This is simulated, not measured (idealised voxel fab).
Process module in this document: voxel transistor to metal
This is section cut - it's 195 nm across, gridded in 5 nm square cells.
Cross-section, as written here: a square-cell grid given band by band from the top down, where a band holds one or more rows of cells. The band entry comprises the height of the band's top followed by the height of its bottom, expressed in nm, and subsequently the band's materials from left to right, each stated together with its width in nm. Where a single material is marked with the word "everywhere", that material fills the band from edge to edge. The word "air" represents empty space. Heights are reckoned from 0. Under this level, the received wafer is all of one material. The bottommost band is open-ended downward, for example "top 0, no bottom". Top row gets the first number, bottom row gets the second, and each row in between changes by the same step: that is how a band width like "30 to 40" works. The cross-section has no changed cell in any step marked "nothing was modified". "Voids, enclosed" - sealed voids, min. 8 cells, no opening to top; format: width x height at distance (distance from left edge; nm throughout). If you see something after the settings on a step's line, that's the simulator's own remark about that step. overlay nm: step with mask; distance mask lay right of planned place; negative value = left of planned place. Reading key. Pairs: pre-step and post-step cross-section, one process step apart; post-step view only to lowest changed band. Step between + settings: beneath pair. Runs: pairs may be from different runs of this module, same starting wafer. Continuation from pair above: only where "Pre-process state" entry says.
PRE-PROCESS STATE
    top 55, bottom 50 | SiN everywhere
    top 50, bottom 45 | 45 of Ru | 5 of TiN | 15 of SiO2 | 5 of TiN | 55 of Ru | 5 of TiN | 15 of SiO2 | 5 of TiN | 45 of Ru
    top 45, bottom 40 | 45 of Ru | 5 of TiN | 15 of SiO2 | 65 of TiN | 15 of SiO2 | 5 of TiN | 45 of Ru
    top 40, bottom 25 | 45 of Ru | 5 of TiN | 15 of SiO2 | 10 of TiN | 5 of SiN | 5 of TiN | 25 of SiCN | 5 of TiN | 5 of SiN | 10 of TiN | 15 of SiO2 | 5 of TiN | 45 of Ru
    top 25, bottom 0 | 45 of Ru | 5 of TiN | 15 of SiO2 | 10 of TiN | 5 of SiN | 5 of TiN | 25 of polySi | 5 of TiN | 5 of SiN | 10 of TiN | 15 of SiO2 | 5 of TiN | 45 of Ru
    top 0, bottom -5 | 50 of TiN | 15 of SiO2 | 10 of TiN | 5 of SiN | 5 of TiN | 25 of polySi | 5 of TiN | 5 of SiN | 10 of TiN | 15 of SiO2 | 50 of TiN
    top -5, bottom -10 | 35 of SiO2 | 40 of nSi | 45 of SiO2 | 40 of nSi | 35 of SiO2
    top -10, bottom -40 | 40 of SiO2 | 115 of Si | 40 of SiO2
    top -40, no bottom | Si everywhere
    Voids, enclosed: none
POST-STEP SECTION VIEW
    top 75, bottom 55 | SiO2 everywhere
    At heights below 55, the structure remains unaltered.
    Voids, enclosed: none
The two cross-sections above bracket this step: op DIRECTIONAL_DEP | material SiO2 | thk nm 20
Pre-process state: see preceding pair, after cross-section.
POST-STEP SECTION VIEW
    top 90, bottom 75 | aC everywhere
    At heights below 75, the structure remains unaltered.
    Voids, enclosed: none
The two cross-sections above bracket this step: op DIRECTIONAL_DEP | material aC | thk nm 15
Pre-process state: see preceding pair, after cross-section.
POST-STEP SECTION VIEW
    top 125, bottom 90 | 50 of resist | 15 of air | 65 of resist | 15 of air | 50 of resist
    At heights below 90, the structure remains unaltered.
    Voids, enclosed: none
The two cross-sections above bracket this step: op PATTERN | tone open | mask id METAL_1 | material resist | width nm 15 | pitch nm 80 | thk nm 35 | overlay nm 0
Pre-process state: see preceding pair, after cross-section.
POST-STEP SECTION VIEW
    top 110, bottom 90 | 50 of resist | 15 of air | 65 of resist | 15 of air | 50 of resist
    top 90, bottom 75 | 50 of aC | 15 of air | 65 of aC | 15 of air | 50 of aC
    At heights below 75, the structure remains unaltered.
    Voids, enclosed: none
The two cross-sections above bracket this step: op DIRECTIONAL_ETCH | etch materials aC | depth nm 15
Pre-process state: see preceding pair, after cross-section.
POST-STEP SECTION VIEW
    top 90, bottom 75 | 50 of aC | 15 of air | 65 of aC | 15 of air | 50 of aC
    At heights below 75, the structure remains unaltered.
    Voids, enclosed: none
The two cross-sections above bracket this step: op STRIP | etch materials resist
Pre-process state: see preceding pair, after cross-section.
POST-STEP SECTION VIEW
    top 90, bottom 75 | 50 of aC | 15 of air | 65 of aC | 15 of air | 50 of aC
    top 75, bottom 55 | 50 of SiO2 | 15 of air | 65 of SiO2 | 15 of air | 50 of SiO2
    At heights below 55, the structure remains unaltered.
    Voids, enclosed: none
The two cross-sections above bracket this step: op DIRECTIONAL_ETCH | etch materials SiO2 | depth nm 20
Pre-process state: see preceding pair, after cross-section.
POST-STEP SECTION VIEW
    top 90, bottom 75 | 50 of aC | 15 of air | 65 of aC | 15 of air | 50 of aC
    top 75, bottom 55 | 50 of SiO2 | 15 of air | 65 of SiO2 | 15 of air | 50 of SiO2
    top 55, bottom 50 | 50 of SiN | 15 of air | 65 of SiN | 15 of air | 50 of SiN
    At heights below 50, the structure remains unaltered.
    Voids, enclosed: none
The two cross-sections above bracket this step: op DIRECTIONAL_ETCH | etch materials SiN | depth nm 5
Pre-process state: see preceding pair, after cross-section.
POST-STEP SECTION VIEW
    top 75, bottom 55 | 50 of SiO2 | 15 of air | 65 of SiO2 | 15 of air | 50 of SiO2
    At heights below 55, the structure remains unaltered.
    Voids, enclosed: none
The two cross-sections above bracket this step: op STRIP | etch materials aC
Pre-process state: see preceding pair, after cross-section.
POST-STEP SECTION VIEW
    top 80, bottom 75 | 55 of TiN | 5 of air | 75 of TiN | 5 of air | 55 of TiN
    top 75, bottom 55 | 50 of SiO2 | 5 of TiN | 5 of air | 5 of TiN | 65 of SiO2 | 5 of TiN | 5 of air | 5 of TiN | 50 of SiO2
    top 55, bottom 50 | 50 of SiN | 15 of TiN | 65 of SiN | 15 of TiN | 50 of SiN
    At heights below 50, the structure remains unaltered.
    Voids, enclosed: none
The two cross-sections above bracket this step: op CONFORMAL_DEP | material TiN | thk nm 5
Pre-process state: see preceding pair, after cross-section.
POST-STEP SECTION VIEW
    top 90, bottom 80 | Cu everywhere
    top 80, bottom 75 | 55 of TiN | 5 of Cu | 75 of TiN | 5 of Cu | 55 of TiN
    top 75, bottom 55 | 50 of SiO2 | 5 of TiN | 5 of Cu | 5 of TiN | 65 of SiO2 | 5 of TiN | 5 of Cu | 5 of TiN | 50 of SiO2
    At heights below 55, the structure remains unaltered.
    Voids, enclosed: none
The two cross-sections above bracket this step: op FILL_DEP | material Cu | thk nm 10
Pre-process state: see preceding pair, after cross-section.
POST-STEP SECTION VIEW
    top 75, bottom 55 | 50 of SiO2 | 5 of TiN | 5 of Cu | 5 of TiN | 65 of SiO2 | 5 of TiN | 5 of Cu | 5 of TiN | 50 of SiO2
    At heights below 55, the structure remains unaltered.
    Voids, enclosed: none
The two cross-sections above bracket this step: op CMP | height nm 75
Pre-process state: see preceding pair, after cross-section.
POST-STEP SECTION VIEW
    top 80, bottom 75 | SiCN everywhere
    At heights below 75, the structure remains unaltered.
    Voids, enclosed: none
The two cross-sections above bracket this step: op CONFORMAL_DEP | material SiCN | thk nm 5
